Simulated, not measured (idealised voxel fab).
process module | voxel ribs on slabs
cross-section cut | 165 nm wide | cells 5 nm
A cross-section is a grid of square cells, given in bands from the top down. A band is one or more rows of cells.
Each band's line starts with the height of the band's top and of its bottom, in nm. Then come its materials from left to right, each with its width in nm. One material with "throughout" fills the band from edge to edge. "air" is empty space.
Height 0 is the level under which the wafer as received is all one material. The lowest band goes on downwards, as in "0 down".
A width such as "30 to 40" changes by the same amount from each row of cells to the next, from the band's top row to its bottom row.
"no change" after a step means that no cell of the cross-section changed.
closed voids: empty space of 8 cells or more with no open way to the top, each as width x height at its distance from the left edge, in nm
after a step's settings: what the simulator itself notes on the step
overlay nm, on a step with a mask: how far to the right of its planned place the mask lay; to the left if negative
plan
1 op RECEIVE | material Si
2 op DIRECTIONAL_DEP | material SiO2 | thk nm 20
3 op DIRECTIONAL_DEP | material SiN | thk nm 15
4 op PATTERN | tone cover | mask id RIB | material resist | width nm 15 | thk nm 20 | overlay nm 0
5 op DIRECTIONAL_ETCH | etch materials SiN | depth nm 5
6 op STRIP | etch materials resist
7 op MASKED_ETCH | tone cover | mask id SLAB | width nm 55 | etch materials SiN | depth nm 10 | overlay nm 0
8 op FILL_DEP | material SiO2 | thk nm 25
9 op CMP | height nm 55
10 op DIRECTIONAL_DEP | material TiN | thk nm 10
11 op DIRECTIONAL_DEP | material aC | thk nm 10
12 op PATTERN | tone cover | mask id HEATER | material resist | width nm 25 | thk nm 30 | overlay nm 0
13 op DIRECTIONAL_ETCH | etch materials aC | depth nm 10
14 op STRIP | etch materials resist
15 op DIRECTIONAL_ETCH | etch materials TiN | depth nm 10
16 op STRIP | etch materials aC
17 op CONFORMAL_DEP | material SiO2 | thk nm 5
varied across the wafers: thk nm of step 17. The plan shows the first wafer's value. All wafers start alike
first wafer as received, after step 1
  0 down: Si throughout
  closed voids: none
first wafer at the end, after step 17
  70 to 65: air 65 | SiO2 35 | air 65
  65 to 60: air 65 | SiO2 5 | TiN 25 | SiO2 5 | air 65
  60 to 55: SiO2 70 | TiN 25 | SiO2 70
  55 to 35: SiO2 throughout
  35 to 30: SiO2 75 | SiN 15 | SiO2 75
  30 to 20: SiO2 55 | SiN 55 | SiO2 55
  20 to 0: SiO2 throughout
  0 down: Si throughout
  closed voids: none
last wafer at the end
  90 to 80: air 45 | SiO2 75 | air 45
  80 to 65: SiO2 throughout
  65 to 55: SiO2 70 | TiN 25 | SiO2 70
  55 to 35: SiO2 throughout
  35 to 30: SiO2 75 | SiN 15 | SiO2 75
  30 to 20: SiO2 55 | SiN 55 | SiO2 55
  20 to 0: SiO2 throughout
  0 down: Si throughout
  closed voids: none
each wafer at the end: cells of each material gained (+) or lost (-) since it was received, then its closed voids
thk nm 5 | +25 SiN | +375 SiO2 | +10 TiN | closed voids: none
thk nm 10 | +25 SiN | +412 SiO2 | +10 TiN | closed voids: none
thk nm 15 | +25 SiN | +449 SiO2 | +10 TiN | closed voids: none
thk nm 20 | +25 SiN | +486 SiO2 | +10 TiN | closed voids: none
thk nm 25 | +25 SiN | +523 SiO2 | +10 TiN | closed voids: none
